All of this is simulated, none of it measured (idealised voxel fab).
A process module follows: voxel self aligned contacts.
The width of the displayed cross-section, cut, is 270 nm; its cells are square, with a size of 5 nm.
Square cells in a grid make up a cross-section in this document, and the grid is given as bands, listed from the top down, each one or more rows of cells. In this notation a band is specified by the heights of its top and bottom, in that order and in nm, after which its materials appear from left to right, each paired with its width in nm. The word "everywhere" attached to a single material means that material fills the band from edge to edge; the word "empty" stands for empty space. Height datum 0, below which the as-received substrate wafer is one material. Lowest band open at the bottom, running downward: "from 0 down". The two numbers in a width such as "30 to 40" mark its ends across the band: the first belongs to the top row of cells, the second to the bottom row, and from each row to the next the width moves by the same amount. A step reported as "no alteration" is a step in which no cell of the cross-section changed. "Encapsulated voids": sealed empty spaces, 8 cells or more, no open way to top, listed width x height at distance, with distance from the left edge and width, height and distance in nm. Text after the settings on a step's line: the simulator's own remark on that step. overlay nm: on a step with a mask, how far right of its planned place the mask lay; negative means left.

### Process steps (planned)
1. RECEIVE (material Si)
2. CONFORMAL_DEP (material SiO2; thk nm 5)
3. DIRECTIONAL_DEP (material polySi; thk nm 25)
4. DIRECTIONAL_DEP (material SiN; thk nm 25)
5. MASKED_ETCH (tone cover; mask id GATE; width nm 30; pitch nm 70; etch materials SiN; depth nm 25; overlay nm 0)
6. MASKED_ETCH (tone cover; mask id GATE; width nm 30; pitch nm 70; etch materials polySi; depth nm 25; overlay nm 0)
7. CONFORMAL_DEP (material SiN; thk nm 10)
8. DIRECTIONAL_ETCH (etch materials SiN; depth nm 10)
9. FILL_DEP (material SiO2; thk nm 15)
10. CMP (height nm 65)
11. MASKED_ETCH (tone open; mask id CONTACT; width nm 50; pitch nm 70; etch materials SiO2; depth nm 65; overlay nm 0)
12. CONFORMAL_DEP (material TiN; thk nm 5)
13. FILL_DEP (material W; thk nm 5)
14. CMP (height nm 65)
15. CONFORMAL_DEP (material SiN; thk nm 5)

### Received-state cross-section, reflecting completion of step 1
    from 0 down: Si everywhere
    Encapsulated voids: none

### The first of the two wafers as seen in cross-section once the module was finished; processing followed the plan
    from 70 to 65: SiN everywhere
    from 65 to 55: SiO2 (75) / TiN (5 to 20) / W (40 to 10) / TiN (5 to 20) / SiO2 (20) / TiN (5 to 20) / W (40 to 10) / TiN (5 to 20) / SiO2 (75)
    from 55 to 30: SiO2 (40) / SiN (50) / TiN (5) / W (10) / TiN (5) / SiN (50) / TiN (5) / W (10) / TiN (5) / SiN (50) / SiO2 (40)
    from 30 to 5: SiO2 (40) / SiN (10) / polySi (30) / SiN (10) / TiN (5) / W (10) / TiN (5) / SiN (10) / polySi (30) / SiN (10) / TiN (5) / W (10) / TiN (5) / SiN (10) / polySi (30) / SiN (10) / SiO2 (40)
    from 5 to 0: SiO2 (90) / TiN (20) / SiO2 (50) / TiN (20) / SiO2 (90)
    from 0 down: Si everywhere
    Encapsulated voids: none

### End-of-module cross-section of the second wafer: identical starting point and process plan to the first, with one processing mistake
    from 70 to 65: TiN everywhere
    from 65 to 55: SiO2 (75) / TiN (5 to 20) / W (40 to 10) / TiN (5 to 20) / SiO2 (20) / TiN (5 to 20) / W (40 to 10) / TiN (5 to 20) / SiO2 (75)
    from 55 to 30: SiO2 (40) / SiN (50) / TiN (5) / W (10) / TiN (5) / SiN (50) / TiN (5) / W (10) / TiN (5) / SiN (50) / SiO2 (40)
    from 30 to 5: SiO2 (40) / SiN (10) / polySi (30) / SiN (10) / TiN (5) / W (10) / TiN (5) / SiN (10) / polySi (30) / SiN (10) / TiN (5) / W (10) / TiN (5) / SiN (10) / polySi (30) / SiN (10) / SiO2 (40)
    from 5 to 0: SiO2 (90) / TiN (20) / SiO2 (50) / TiN (20) / SiO2 (90)
    from 0 down: Si everywhere
    Encapsulated voids: none
It is concluded that the wafer was processed incorrectly with respect to the plan, in that step 15 deviated from plan and actually ran as CONFORMAL_DEP (material TiN; thk nm 5)
Materials where the second wafer ends with more or fewer cells than the first: SiN -54, TiN +54
